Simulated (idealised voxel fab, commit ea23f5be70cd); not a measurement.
process module | voxel transistor to metal
cross-section cut | 300 nm wide | cells 5 nm
A cross-section is a grid of square cells, given in bands from the top down. A band is one or more rows of cells.
Each band's line starts with the height of the band's top and of its bottom, in nm. Then come its materials from left to right, each with its width in nm. One material with "throughout" fills the band from edge to edge. "air" is empty space.
Height 0 is the level under which the wafer as received is all one material. The lowest band goes on downwards, as in "0 down".
A width such as "30 to 40" changes by the same amount from each row of cells to the next, from the band's top row to its bottom row.
"no change" after a step means that no cell of the cross-section changed.
closed voids: empty space of 8 cells or more with no open way to the top, each as width x height at its distance from the left edge, in nm
after a step's settings: what the simulator itself notes on the step
overlay nm, on a step with a mask: how far to the right of its planned place the mask lay; to the left if negative
Each pair below shows a cross-section before one step and the cross-section after it, down to the lowest band that changed. The line under each pair gives the step between them, with its settings. The pairs can come from different runs of this module on the same starting wafer, so a pair continues from the pair above only where its "before" says so.
before
  70 to 45: air 35 | Ru 15 | air 65 | Ru 15 | air 40 | Ru 15 | air 65 | Ru 15 | air 35
  45 to 40: TiN throughout
  40 to 30: Ru throughout
  30 to 25: TiN 40 | Ru 5 | TiN 75 | Ru 5 | TiN 50 | Ru 5 | TiN 75 | Ru 5 | TiN 40
  25 to 10: SiO2 35 | TiN 5 | Ru 5 | TiN 5 | SiO2 65 | TiN 5 | Ru 5 | TiN 5 | SiO2 40 | TiN 5 | Ru 5 | TiN 5 | SiO2 65 | TiN 5 | Ru 5 | TiN 5 | SiO2 35
  10 to 0: SiO2 35 | TiN 5 | Ru 5 | TiN 5 | SiO2 10 | SiN 5 | HfO2 5 | TiN 5 | W 15 | TiN 5 | HfO2 5 | SiN 5 | SiO2 10 | TiN 5 | Ru 5 | TiN 5 | SiO2 40 | TiN 5 | Ru 5 | TiN 5 | SiO2 10 | SiN 5 | HfO2 5 | TiN 5 | W 15 | TiN 5 | HfO2 5 | SiN 5 | SiO2 10 | TiN 5 | Ru 5 | TiN 5 | SiO2 35
  0 to -5: SiO2 25 | SiN 5 | SiO2 5 | TiN 5 | Ru 5 | TiN 5 | pSi 10 | SiN 5 | HfO2 5 | TiN 25 | HfO2 5 | SiN 5 | pSi 10 | TiN 5 | Ru 5 | TiN 5 | SiO2 5 | SiN 5 | SiO2 20 | SiN 5 | SiO2 5 | TiN 5 | Ru 5 | TiN 5 | pSi 10 | SiN 5 | HfO2 5 | TiN 25 | HfO2 5 | SiN 5 | pSi 10 | TiN 5 | Ru 5 | TiN 5 | SiO2 5 | SiN 5 | SiO2 25
  -5 to -10: SiO2 35 | TiN 15 | pSi 10 | SiO2 5 | HfO2 35 | SiO2 5 | pSi 10 | TiN 15 | SiO2 40 | TiN 15 | pSi 10 | SiO2 5 | HfO2 35 | SiO2 5 | pSi 10 | TiN 15 | SiO2 35
  -10 to -20: SiO2 30 | pSi 30 | Si 45 | pSi 30 | SiO2 30 | pSi 30 | Si 45 | pSi 30 | SiO2 30
  -20 to -45: SiO2 30 | Si 105 | SiO2 30 | Si 105 | SiO2 30
  -45 down: Si throughout
  closed voids: none
after
  70 to 45: air 35 | Ru 15 | air 65 | Ru 15 | air 40 | Ru 15 | air 65 | Ru 15 | air 35
  45 to 40: air 35 | TiN 15 | air 65 | TiN 15 | air 40 | TiN 15 | air 65 | TiN 15 | air 35
  below 40: unchanged
  closed voids: none
the step between: op MASKED_ETCH | tone cover | mask id METAL_1 | width nm 15 | etch materials TiN | depth nm 5 | overlay nm 0
before: the cross-section after the pair above
after
  75 to 70: lowk throughout
  70 to 45: lowk 35 | Ru 15 | lowk 65 | Ru 15 | lowk 40 | Ru 15 | lowk 65 | Ru 15 | lowk 35
  45 to 40: lowk 35 | TiN 15 | lowk 65 | TiN 15 | lowk 40 | TiN 15 | lowk 65 | TiN 15 | lowk 35
  below 40: unchanged
  closed voids: none
the step between: op FILL_DEP | material lowk | thk nm 5
before: the cross-section after the pair above
after
  55 to 45: lowk 35 | Ru 15 | lowk 65 | Ru 15 | lowk 40 | Ru 15 | lowk 65 | Ru 15 | lowk 35
  below 45: unchanged
  closed voids: none
the step between: op CMP | height nm 55
before: the cross-section after the pair above
after
  60 to 55: SiN throughout
  below 55: unchanged
  closed voids: none
the step between: op CONFORMAL_DEP | material SiN | thk nm 5
before
  30 to 25: air 60 | SiN 5 | air 5 | SiCN 25 | air 5 | SiN 5 | air 90 | SiN 5 | air 5 | SiCN 25 | air 5 | SiN 5 | air 60
  25 to 15: air 60 | SiN 5 | SiO2 5 | SiCN 25 | SiO2 5 | SiN 5 | air 90 | SiN 5 | SiO2 5 | SiCN 25 | SiO2 5 | SiN 5 | air 60
  15 to 0: air 60 | SiN 5 | SiO2 5 | polySi 25 | SiO2 5 | SiN 5 | air 90 | SiN 5 | SiO2 5 | polySi 25 | SiO2 5 | SiN 5 | air 60
  0 to -5: air 25 | SiN 5 | air 30 | SiN 5 | SiO2 5 | polySi 25 | SiO2 5 | SiN 5 | air 30 | SiN 5 | air 20 | SiN 5 | air 30 | SiN 5 | SiO2 5 | polySi 25 | SiO2 5 | SiN 5 | air 30 | SiN 5 | air 25
  -5 to -10: SiO2 30 | air 30 | SiO2 45 | air 30 | SiO2 30 | air 30 | SiO2 45 | air 30 | SiO2 30
  -10 to -45: SiO2 30 | Si 105 | SiO2 30 | Si 105 | SiO2 30
  -45 down: Si throughout
  closed voids: none
after
  30 to 20: air 60 | SiN 5 | air 5 | SiCN 25 | air 5 | SiN 5 | air 90 | SiN 5 | air 5 | SiCN 25 | air 5 | SiN 5 | air 60
  20 to 15: air 60 | SiN 5 | SiO2 5 | SiCN 25 | SiO2 5 | SiN 5 | air 90 | SiN 5 | SiO2 5 | SiCN 25 | SiO2 5 | SiN 5 | air 60
  15 to 0: air 60 | SiN 5 | SiO2 5 | polySi 25 | SiO2 5 | SiN 5 | air 90 | SiN 5 | SiO2 5 | polySi 25 | SiO2 5 | SiN 5 | air 60
  0 to -5: air 25 | SiN 5 | air 30 | SiN 5 | SiO2 5 | polySi 25 | SiO2 5 | SiN 5 | air 30 | SiN 5 | air 20 | SiN 5 | air 30 | SiN 5 | SiO2 5 | polySi 25 | SiO2 5 | SiN 5 | air 30 | SiN 5 | air 25
  -5 to -10: air 25 | SiO2 5 | air 30 | SiO2 45 | air 30 | SiO2 5 | air 20 | SiO2 5 | air 30 | SiO2 45 | air 30 | SiO2 5 | air 25
  below -10: unchanged
  closed voids: none
the step between: op DIRECTIONAL_ETCH | etch materials SiO2 | depth nm 5
before: the cross-section after the pair above
after
  30 to 20: air 60 | SiN 5 | air 5 | SiCN 25 | air 5 | SiN 5 | air 90 | SiN 5 | air 5 | SiCN 25 | air 5 | SiN 5 | air 60
  20 to 15: air 60 | SiN 5 | SiO2 5 | SiCN 25 | SiO2 5 | SiN 5 | air 90 | SiN 5 | SiO2 5 | SiCN 25 | SiO2 5 | SiN 5 | air 60
  15 to 0: air 60 | SiN 5 | SiO2 5 | polySi 25 | SiO2 5 | SiN 5 | air 90 | SiN 5 | SiO2 5 | polySi 25 | SiO2 5 | SiN 5 | air 60
  0 to -5: air 25 | SiN 5 | air 30 | SiN 5 | SiO2 5 | polySi 25 | SiO2 5 | SiN 5 | air 30 | SiN 5 | air 20 | SiN 5 | air 30 | SiN 5 | SiO2 5 | polySi 25 | SiO2 5 | SiN 5 | air 30 | SiN 5 | air 25
  -5 to -10: air 25 | SiO2 5 | air 30 | SiO2 45 | air 30 | SiO2 5 | air 20 | SiO2 5 | air 30 | SiO2 45 | air 30 | SiO2 5 | air 25
  -10 to -20: SiO2 30 | air 30 | Si 45 | air 30 | SiO2 30 | air 30 | Si 45 | air 30 | SiO2 30
  below -20: unchanged
  closed voids: none
the step between: op DIRECTIONAL_ETCH | etch materials Si | depth nm 10
before: the cross-section after the pair above
after
  30 to 20: air 60 | SiN 5 | air 5 | SiCN 25 | air 5 | SiN 5 | air 90 | SiN 5 | air 5 | SiCN 25 | air 5 | SiN 5 | air 60
  20 to 15: air 60 | SiN 5 | SiO2 5 | SiCN 25 | SiO2 5 | SiN 5 | air 90 | SiN 5 | SiO2 5 | SiCN 25 | SiO2 5 | SiN 5 | air 60
  15 to 0: air 60 | SiN 5 | SiO2 5 | polySi 25 | SiO2 5 | SiN 5 | air 90 | SiN 5 | SiO2 5 | polySi 25 | SiO2 5 | SiN 5 | air 60
  0 to -5: air 25 | SiN 5 | air 20 | pSi 10 | SiN 5 | SiO2 5 | polySi 25 | SiO2 5 | SiN 5 | pSi 10 | air 20 | SiN 5 | air 20 | SiN 5 | air 20 | pSi 10 | SiN 5 | SiO2 5 | polySi 25 | SiO2 5 | SiN 5 | pSi 10 | air 20 | SiN 5 | air 25
  -5 to -10: air 25 | SiO2 5 | air 20 | pSi 10 | SiO2 45 | pSi 10 | air 20 | SiO2 5 | air 20 | SiO2 5 | air 20 | pSi 10 | SiO2 45 | pSi 10 | air 20 | SiO2 5 | air 25
  -10 to -20: SiO2 30 | pSi 30 | Si 45 | pSi 30 | SiO2 30 | pSi 30 | Si 45 | pSi 30 | SiO2 30
  below -20: unchanged
  closed voids: none
the step between: op EPI | material pSi | thk nm 10
before: the cross-section after the pair above
after
  35 to 30: SiO2 throughout
  30 to 15: SiO2 60 | SiN 5 | SiO2 5 | SiCN 25 | SiO2 5 | SiN 5 | SiO2 90 | SiN 5 | SiO2 5 | SiCN 25 | SiO2 5 | SiN 5 | SiO2 60
  15 to 0: SiO2 60 | SiN 5 | SiO2 5 | polySi 25 | SiO2 5 | SiN 5 | SiO2 90 | SiN 5 | SiO2 5 | polySi 25 | SiO2 5 | SiN 5 | SiO2 60
  0 to -5: SiO2 25 | SiN 5 | SiO2 20 | pSi 10 | SiN 5 | SiO2 5 | polySi 25 | SiO2 5 | SiN 5 | pSi 10 | SiO2 20 | SiN 5 | SiO2 20 | SiN 5 | SiO2 20 | pSi 10 | SiN 5 | SiO2 5 | polySi 25 | SiO2 5 | SiN 5 | pSi 10 | SiO2 20 | SiN 5 | SiO2 25
  -5 to -10: SiO2 50 | pSi 10 | SiO2 45 | pSi 10 | SiO2 70 | pSi 10 | SiO2 45 | pSi 10 | SiO2 50
  below -10: unchanged
  closed voids: none
the step between: op FILL_DEP | material SiO2 | thk nm 5
before
  15 to 10: air 60 | SiN 5 | air 35 | SiN 5 | air 90 | SiN 5 | air 35 | SiN 5 | air 60
  10 to 0: SiO2 60 | SiN 5 | air 35 | SiN 5 | SiO2 90 | SiN 5 | air 35 | SiN 5 | SiO2 60
  0 to -5: SiO2 25 | SiN 5 | SiO2 20 | pSi 10 | SiN 5 | air 35 | SiN 5 | pSi 10 | SiO2 20 | SiN 5 | SiO2 20 | SiN 5 | SiO2 20 | pSi 10 | SiN 5 | air 35 | SiN 5 | pSi 10 | SiO2 20 | SiN 5 | SiO2 25
  -5 to -10: SiO2 50 | pSi 10 | SiO2 5 | air 35 | SiO2 5 | pSi 10 | SiO2 70 | pSi 10 | SiO2 5 | air 35 | SiO2 5 | pSi 10 | SiO2 50
  -10 to -20: SiO2 30 | pSi 30 | Si 45 | pSi 30 | SiO2 30 | pSi 30 | Si 45 | pSi 30 | SiO2 30
  -20 to -45: SiO2 30 | Si 105 | SiO2 30 | Si 105 | SiO2 30
  -45 down: Si throughout
  closed voids: none
after
  20 to 15: air 55 | TiN 15 | air 25 | TiN 15 | air 80 | TiN 15 | air 25 | TiN 15 | air 55
  15 to 10: TiN 60 | SiN 5 | TiN 5 | air 25 | TiN 5 | SiN 5 | TiN 90 | SiN 5 | TiN 5 | air 25 | TiN 5 | SiN 5 | TiN 60
  10 to 0: SiO2 60 | SiN 5 | TiN 5 | air 25 | TiN 5 | SiN 5 | SiO2 90 | SiN 5 | TiN 5 | air 25 | TiN 5 | SiN 5 | SiO2 60
  0 to -5: SiO2 25 | SiN 5 | SiO2 20 | pSi 10 | SiN 5 | TiN 5 | air 25 | TiN 5 | SiN 5 | pSi 10 | SiO2 20 | SiN 5 | SiO2 20 | SiN 5 | SiO2 20 | pSi 10 | SiN 5 | TiN 5 | air 25 | TiN 5 | SiN 5 | pSi 10 | SiO2 20 | SiN 5 | SiO2 25
  -5 to -10: SiO2 50 | pSi 10 | SiO2 5 | TiN 35 | SiO2 5 | pSi 10 | SiO2 70 | pSi 10 | SiO2 5 | TiN 35 | SiO2 5 | pSi 10 | SiO2 50
  below -10: unchanged
  closed voids: none
the step between: op CONFORMAL_DEP | material TiN | thk nm 5
before: the cross-section after the pair above
after
  25 to 20: air 50 | HfO2 25 | air 15 | HfO2 25 | air 70 | HfO2 25 | air 15 | HfO2 25 | air 50
  20 to 15: HfO2 55 | TiN 15 | HfO2 5 | air 15 | HfO2 5 | TiN 15 | HfO2 80 | TiN 15 | HfO2 5 | air 15 | HfO2 5 | TiN 15 | HfO2 55
  15 to 10: TiN 60 | SiN 5 | TiN 5 | HfO2 5 | air 15 | HfO2 5 | TiN 5 | SiN 5 | TiN 90 | SiN 5 | TiN 5 | HfO2 5 | air 15 | HfO2 5 | TiN 5 | SiN 5 | TiN 60
  10 to 0: SiO2 60 | SiN 5 | TiN 5 | HfO2 5 | air 15 | HfO2 5 | TiN 5 | SiN 5 | SiO2 90 | SiN 5 | TiN 5 | HfO2 5 | air 15 | HfO2 5 | TiN 5 | SiN 5 | SiO2 60
  0 to -5: SiO2 25 | SiN 5 | SiO2 20 | pSi 10 | SiN 5 | TiN 5 | HfO2 25 | TiN 5 | SiN 5 | pSi 10 | SiO2 20 | SiN 5 | SiO2 20 | SiN 5 | SiO2 20 | pSi 10 | SiN 5 | TiN 5 | HfO2 25 | TiN 5 | SiN 5 | pSi 10 | SiO2 20 | SiN 5 | SiO2 25
  below -5: unchanged
  closed voids: none
the step between: op CONFORMAL_DEP | material HfO2 | thk nm 5
before: the cross-section after the pair above
after
  35 to 25: W throughout
  25 to 20: W 50 | HfO2 25 | W 15 | HfO2 25 | W 70 | HfO2 25 | W 15 | HfO2 25 | W 50
  20 to 15: HfO2 55 | TiN 15 | HfO2 5 | W 15 | HfO2 5 | TiN 15 | HfO2 80 | TiN 15 | HfO2 5 | W 15 | HfO2 5 | TiN 15 | HfO2 55
  15 to 10: TiN 60 | SiN 5 | TiN 5 | HfO2 5 | W 15 | HfO2 5 | TiN 5 | SiN 5 | TiN 90 | SiN 5 | TiN 5 | HfO2 5 | W 15 | HfO2 5 | TiN 5 | SiN 5 | TiN 60
  10 to 0: SiO2 60 | SiN 5 | TiN 5 | HfO2 5 | W 15 | HfO2 5 | TiN 5 | SiN 5 | SiO2 90 | SiN 5 | TiN 5 | HfO2 5 | W 15 | HfO2 5 | TiN 5 | SiN 5 | SiO2 60
  below 0: unchanged
  closed voids: none
the step between: op FILL_DEP | material W | thk nm 10
before: the cross-section after the pair above
after
  10 to 0: SiO2 60 | SiN 5 | TiN 5 | HfO2 5 | W 15 | HfO2 5 | TiN 5 | SiN 5 | SiO2 90 | SiN 5 | TiN 5 | HfO2 5 | W 15 | HfO2 5 | TiN 5 | SiN 5 | SiO2 60
  below 0: unchanged
  closed voids: none
the step between: op CMP | height nm 10
before: the cross-section after the pair above
after
  25 to 10: SiO2 throughout
  below 10: unchanged
  closed voids: none
the step between: op DIRECTIONAL_DEP | material SiO2 | thk nm 15
before: the cross-section after the pair above
after
  25 to 10: SiO2 35 | air 15 | SiO2 65 | air 15 | SiO2 40 | air 15 | SiO2 65 | air 15 | SiO2 35
  10 to 0: SiO2 35 | air 15 | SiO2 10 | SiN 5 | TiN 5 | HfO2 5 | W 15 | HfO2 5 | TiN 5 | SiN 5 | SiO2 10 | air 15 | SiO2 40 | air 15 | SiO2 10 | SiN 5 | TiN 5 | HfO2 5 | W 15 | HfO2 5 | TiN 5 | SiN 5 | SiO2 10 | air 15 | SiO2 35
  0 to -5: SiO2 25 | SiN 5 | SiO2 5 | air 15 | pSi 10 | SiN 5 | TiN 5 | HfO2 25 | TiN 5 | SiN 5 | pSi 10 | air 15 | SiO2 5 | SiN 5 | SiO2 20 | SiN 5 | SiO2 5 | air 15 | pSi 10 | SiN 5 | TiN 5 | HfO2 25 | TiN 5 | SiN 5 | pSi 10 | air 15 | SiO2 5 | SiN 5 | SiO2 25
  -5 to -10: SiO2 35 | air 15 | pSi 10 | SiO2 5 | TiN 35 | SiO2 5 | pSi 10 | air 15 | SiO2 40 | air 15 | pSi 10 | SiO2 5 | TiN 35 | SiO2 5 | pSi 10 | air 15 | SiO2 35
  below -10: unchanged
  closed voids: none
the step between: op MASKED_ETCH | tone open | mask id CONTACT | width nm 15 | etch materials SiO2 | depth nm 35 | overlay nm 0
before: the cross-section after the pair above
after
  30 to 25: TiN 40 | air 5 | TiN 75 | air 5 | TiN 50 | air 5 | TiN 75 | air 5 | TiN 40
  25 to 10: SiO2 35 | TiN 5 | air 5 | TiN 5 | SiO2 65 | TiN 5 | air 5 | TiN 5 | SiO2 40 | TiN 5 | air 5 | TiN 5 | SiO2 65 | TiN 5 | air 5 | TiN 5 | SiO2 35
  10 to 0: SiO2 35 | TiN 5 | air 5 | TiN 5 | SiO2 10 | SiN 5 | TiN 5 | HfO2 5 | W 15 | HfO2 5 | TiN 5 | SiN 5 | SiO2 10 | TiN 5 | air 5 | TiN 5 | SiO2 40 | TiN 5 | air 5 | TiN 5 | SiO2 10 | SiN 5 | TiN 5 | HfO2 5 | W 15 | HfO2 5 | TiN 5 | SiN 5 | SiO2 10 | TiN 5 | air 5 | TiN 5 | SiO2 35
  0 to -5: SiO2 25 | SiN 5 | SiO2 5 | TiN 5 | air 5 | TiN 5 | pSi 10 | SiN 5 | TiN 5 | HfO2 25 | TiN 5 | SiN 5 | pSi 10 | TiN 5 | air 5 | TiN 5 | SiO2 5 | SiN 5 | SiO2 20 | SiN 5 | SiO2 5 | TiN 5 | air 5 | TiN 5 | pSi 10 | SiN 5 | TiN 5 | HfO2 25 | TiN 5 | SiN 5 | pSi 10 | TiN 5 | air 5 | TiN 5 | SiO2 5 | SiN 5 | SiO2 25
  -5 to -10: SiO2 35 | TiN 15 | pSi 10 | SiO2 5 | TiN 35 | SiO2 5 | pSi 10 | TiN 15 | SiO2 40 | TiN 15 | pSi 10 | SiO2 5 | TiN 35 | SiO2 5 | pSi 10 | TiN 15 | SiO2 35
  below -10: unchanged
  closed voids: none
the step between: op CONFORMAL_DEP | material TiN | thk nm 5
before: the cross-section after the pair above
after
  40 to 30: Ru throughout
  30 to 25: TiN 40 | Ru 5 | TiN 75 | Ru 5 | TiN 50 | Ru 5 | TiN 75 | Ru 5 | TiN 40
  25 to 10: SiO2 35 | TiN 5 | Ru 5 | TiN 5 | SiO2 65 | TiN 5 | Ru 5 | TiN 5 | SiO2 40 | TiN 5 | Ru 5 | TiN 5 | SiO2 65 | TiN 5 | Ru 5 | TiN 5 | SiO2 35
  10 to 0: SiO2 35 | TiN 5 | Ru 5 | TiN 5 | SiO2 10 | SiN 5 | TiN 5 | HfO2 5 | W 15 | HfO2 5 | TiN 5 | SiN 5 | SiO2 10 | TiN 5 | Ru 5 | TiN 5 | SiO2 40 | TiN 5 | Ru 5 | TiN 5 | SiO2 10 | SiN 5 | TiN 5 | HfO2 5 | W 15 | HfO2 5 | TiN 5 | SiN 5 | SiO2 10 | TiN 5 | Ru 5 | TiN 5 | SiO2 35
  0 to -5: SiO2 25 | SiN 5 | SiO2 5 | TiN 5 | Ru 5 | TiN 5 | pSi 10 | SiN 5 | TiN 5 | HfO2 25 | TiN 5 | SiN 5 | pSi 10 | TiN 5 | Ru 5 | TiN 5 | SiO2 5 | SiN 5 | SiO2 20 | SiN 5 | SiO2 5 | TiN 5 | Ru 5 | TiN 5 | pSi 10 | SiN 5 | TiN 5 | HfO2 25 | TiN 5 | SiN 5 | pSi 10 | TiN 5 | Ru 5 | TiN 5 | SiO2 5 | SiN 5 | SiO2 25
  below -5: unchanged
  closed voids: none
the step between: op FILL_DEP | material Ru | thk nm 10
before: the cross-section after the pair above
after
  25 to 10: SiO2 35 | TiN 5 | Ru 5 | TiN 5 | SiO2 65 | TiN 5 | Ru 5 | TiN 5 | SiO2 40 | TiN 5 | Ru 5 | TiN 5 | SiO2 65 | TiN 5 | Ru 5 | TiN 5 | SiO2 35
  below 10: unchanged
  closed voids: none
the step between: op CMP | height nm 25
before: the cross-section after the pair above
after
  30 to 25: TiN throughout
  below 25: unchanged
  closed voids: none
the step between: op DIRECTIONAL_DEP | material TiN | thk nm 5
before: the cross-section after the pair above
after
  55 to 30: Ru throughout
  below 30: unchanged
  closed voids: none
the step between: op DIRECTIONAL_DEP | material Ru | thk nm 25
before: the cross-section after the pair above
after
  55 to 30: air 35 | Ru 15 | air 65 | Ru 15 | air 40 | Ru 15 | air 65 | Ru 15 | air 35
  below 30: unchanged
  closed voids: none
the step between: op MASKED_ETCH | tone cover | mask id METAL_1 | width nm 15 | etch materials Ru | depth nm 25 | overlay nm 0
before: the cross-section after the pair above
after
  55 to 30: air 35 | Ru 15 | air 65 | Ru 15 | air 40 | Ru 15 | air 65 | Ru 15 | air 35
  30 to 25: air 35 | TiN 15 | air 65 | TiN 15 | air 40 | TiN 15 | air 65 | TiN 15 | air 35
  below 25: unchanged
  closed voids: none
the step between: op MASKED_ETCH | tone cover | mask id METAL_1 | width nm 15 | etch materials TiN | depth nm 5 | overlay nm 0
before: the cross-section after the pair above
after
  60 to 55: lowk throughout
  55 to 30: lowk 35 | Ru 15 | lowk 65 | Ru 15 | lowk 40 | Ru 15 | lowk 65 | Ru 15 | lowk 35
  30 to 25: lowk 35 | TiN 15 | lowk 65 | TiN 15 | lowk 40 | TiN 15 | lowk 65 | TiN 15 | lowk 35
  below 25: unchanged
  closed voids: none
the step between: op FILL_DEP | material lowk | thk nm 5
before: the cross-section after the pair above
after
  55 to 30: lowk 35 | Ru 15 | lowk 65 | Ru 15 | lowk 40 | Ru 15 | lowk 65 | Ru 15 | lowk 35
  below 30: unchanged
  closed voids: none
the step between: op CMP | height nm 55
before: the cross-section after the pair above
after
  60 to 55: SiN throughout
  below 55: unchanged
  closed voids: none
the step between: op CONFORMAL_DEP | material SiN | thk nm 5
before
  30 to 25: air 60 | SiN 5 | air 5 | SiCN 25 | air 5 | SiN 5 | air 90 | SiN 5 | air 5 | SiCN 25 | air 5 | SiN 5 | air 60
  25 to 15: air 60 | SiN 5 | SiO2 5 | SiCN 25 | SiO2 5 | SiN 5 | air 90 | SiN 5 | SiO2 5 | SiCN 25 | SiO2 5 | SiN 5 | air 60
  15 to 0: air 60 | SiN 5 | SiO2 5 | polySi 25 | SiO2 5 | SiN 5 | air 90 | SiN 5 | SiO2 5 | polySi 25 | SiO2 5 | SiN 5 | air 60
  0 to -5: air 25 | SiN 5 | air 30 | SiN 5 | SiO2 5 | polySi 25 | SiO2 5 | SiN 5 | air 30 | SiN 5 | air 20 | SiN 5 | air 30 | SiN 5 | SiO2 5 | polySi 25 | SiO2 5 | SiN 5 | air 30 | SiN 5 | air 25
  -5 to -10: SiO2 30 | air 30 | SiO2 45 | air 30 | SiO2 30 | air 30 | SiO2 45 | air 30 | SiO2 30
  -10 to -45: SiO2 30 | Si 105 | SiO2 30 | Si 105 | SiO2 30
  -45 down: Si throughout
  closed voids: none
after
  30 to 25: air 60 | SiN 5 | air 5 | SiCN 25 | air 5 | SiN 5 | air 90 | SiN 5 | air 5 | SiCN 25 | air 5 | SiN 5 | air 60
  25 to 15: air 60 | SiN 5 | SiO2 5 | SiCN 25 | SiO2 5 | SiN 5 | air 90 | SiN 5 | SiO2 5 | SiCN 25 | SiO2 5 | SiN 5 | air 60
  15 to 0: air 60 | SiN 5 | SiO2 5 | polySi 25 | SiO2 5 | SiN 5 | air 90 | SiN 5 | SiO2 5 | polySi 25 | SiO2 5 | SiN 5 | air 60
  0 to -5: air 25 | SiN 5 | air 30 | SiN 5 | SiO2 5 | polySi 25 | SiO2 5 | SiN 5 | air 30 | SiN 5 | air 20 | SiN 5 | air 30 | SiN 5 | SiO2 5 | polySi 25 | SiO2 5 | SiN 5 | air 30 | SiN 5 | air 25
  -5 to -10: SiO2 30 | air 30 | SiO2 45 | air 30 | SiO2 30 | air 30 | SiO2 45 | air 30 | SiO2 30
  -10 to -15: SiO2 30 | air 30 | Si 45 | air 30 | SiO2 30 | air 30 | Si 45 | air 30 | SiO2 30
  below -15: unchanged
  closed voids: none
the step between: op DIRECTIONAL_ETCH | etch materials Si | depth nm 5
before: the cross-section after the pair above
after
  30 to 25: air 60 | SiN 5 | air 5 | SiCN 25 | air 5 | SiN 5 | air 90 | SiN 5 | air 5 | SiCN 25 | air 5 | SiN 5 | air 60
  25 to 15: air 60 | SiN 5 | SiO2 5 | SiCN 25 | SiO2 5 | SiN 5 | air 90 | SiN 5 | SiO2 5 | SiCN 25 | SiO2 5 | SiN 5 | air 60
  15 to 0: air 60 | SiN 5 | SiO2 5 | polySi 25 | SiO2 5 | SiN 5 | air 90 | SiN 5 | SiO2 5 | polySi 25 | SiO2 5 | SiN 5 | air 60
  0 to -5: air 25 | SiN 5 | air 20 | pSi 10 | SiN 5 | SiO2 5 | polySi 25 | SiO2 5 | SiN 5 | pSi 10 | air 20 | SiN 5 | air 20 | SiN 5 | air 20 | pSi 10 | SiN 5 | SiO2 5 | polySi 25 | SiO2 5 | SiN 5 | pSi 10 | air 20 | SiN 5 | air 25
  -5 to -10: SiO2 30 | pSi 30 | SiO2 45 | pSi 30 | SiO2 30 | pSi 30 | SiO2 45 | pSi 30 | SiO2 30
  -10 to -15: SiO2 30 | pSi 30 | Si 45 | pSi 30 | SiO2 30 | pSi 30 | Si 45 | pSi 30 | SiO2 30
  below -15: unchanged
  closed voids: none
the step between: op EPI | material pSi | thk nm 10
before: the cross-section after the pair above
after
  35 to 30: SiO2 throughout
  30 to 15: SiO2 60 | SiN 5 | SiO2 5 | SiCN 25 | SiO2 5 | SiN 5 | SiO2 90 | SiN 5 | SiO2 5 | SiCN 25 | SiO2 5 | SiN 5 | SiO2 60
  15 to 0: SiO2 60 | SiN 5 | SiO2 5 | polySi 25 | SiO2 5 | SiN 5 | SiO2 90 | SiN 5 | SiO2 5 | polySi 25 | SiO2 5 | SiN 5 | SiO2 60
  0 to -5: SiO2 25 | SiN 5 | SiO2 20 | pSi 10 | SiN 5 | SiO2 5 | polySi 25 | SiO2 5 | SiN 5 | pSi 10 | SiO2 20 | SiN 5 | SiO2 20 | SiN 5 | SiO2 20 | pSi 10 | SiN 5 | SiO2 5 | polySi 25 | SiO2 5 | SiN 5 | pSi 10 | SiO2 20 | SiN 5 | SiO2 25
  below -5: unchanged
  closed voids: none
the step between: op FILL_DEP | material SiO2 | thk nm 5
before: the cross-section after the pair above
after
  15 to 0: SiO2 60 | SiN 5 | SiO2 5 | polySi 25 | SiO2 5 | SiN 5 | SiO2 90 | SiN 5 | SiO2 5 | polySi 25 | SiO2 5 | SiN 5 | SiO2 60
  below 0: unchanged
  closed voids: none
the step between: op CMP | height nm 15
before: the cross-section after the pair above
after
  15 to 0: SiO2 60 | SiN 5 | SiO2 5 | air 25 | SiO2 5 | SiN 5 | SiO2 90 | SiN 5 | SiO2 5 | air 25 | SiO2 5 | SiN 5 | SiO2 60
  0 to -5: SiO2 25 | SiN 5 | SiO2 20 | pSi 10 | SiN 5 | SiO2 5 | air 25 | SiO2 5 | SiN 5 | pSi 10 | SiO2 20 | SiN 5 | SiO2 20 | SiN 5 | SiO2 20 | pSi 10 | SiN 5 | SiO2 5 | air 25 | SiO2 5 | SiN 5 | pSi 10 | SiO2 20 | SiN 5 | SiO2 25
  below -5: unchanged
  closed voids: none
the step between: op STRIP | etch materials polySi
before: the cross-section after the pair above
after
  15 to 10: air 60 | SiN 5 | air 35 | SiN 5 | air 90 | SiN 5 | air 35 | SiN 5 | air 60
  10 to 0: SiO2 60 | SiN 5 | air 35 | SiN 5 | SiO2 90 | SiN 5 | air 35 | SiN 5 | SiO2 60
  0 to -5: SiO2 25 | SiN 5 | SiO2 20 | pSi 10 | SiN 5 | air 35 | SiN 5 | pSi 10 | SiO2 20 | SiN 5 | SiO2 20 | SiN 5 | SiO2 20 | pSi 10 | SiN 5 | air 35 | SiN 5 | pSi 10 | SiO2 20 | SiN 5 | SiO2 25
  -5 to -10: SiO2 30 | pSi 30 | SiO2 5 | air 35 | SiO2 5 | pSi 30 | SiO2 30 | pSi 30 | SiO2 5 | air 35 | SiO2 5 | pSi 30 | SiO2 30
  below -10: unchanged
  closed voids: none
the step between: op SELECTIVE_ETCH | etch materials SiO2 | depth nm 5
before: the cross-section after the pair above
after
  20 to 15: air 55 | HfO2 15 | air 25 | HfO2 15 | air 80 | HfO2 15 | air 25 | HfO2 15 | air 55
  15 to 10: HfO2 60 | SiN 5 | HfO2 5 | air 25 | HfO2 5 | SiN 5 | HfO2 90 | SiN 5 | HfO2 5 | air 25 | HfO2 5 | SiN 5 | HfO2 60
  10 to 0: SiO2 60 | SiN 5 | HfO2 5 | air 25 | HfO2 5 | SiN 5 | SiO2 90 | SiN 5 | HfO2 5 | air 25 | HfO2 5 | SiN 5 | SiO2 60
  0 to -5: SiO2 25 | SiN 5 | SiO2 20 | pSi 10 | SiN 5 | HfO2 5 | air 25 | HfO2 5 | SiN 5 | pSi 10 | SiO2 20 | SiN 5 | SiO2 20 | SiN 5 | SiO2 20 | pSi 10 | SiN 5 | HfO2 5 | air 25 | HfO2 5 | SiN 5 | pSi 10 | SiO2 20 | SiN 5 | SiO2 25
  -5 to -10: SiO2 30 | pSi 30 | SiO2 5 | HfO2 35 | SiO2 5 | pSi 30 | SiO2 30 | pSi 30 | SiO2 5 | HfO2 35 | SiO2 5 | pSi 30 | SiO2 30
  below -10: unchanged
  closed voids: none
the step between: op CONFORMAL_DEP | material HfO2 | thk nm 5
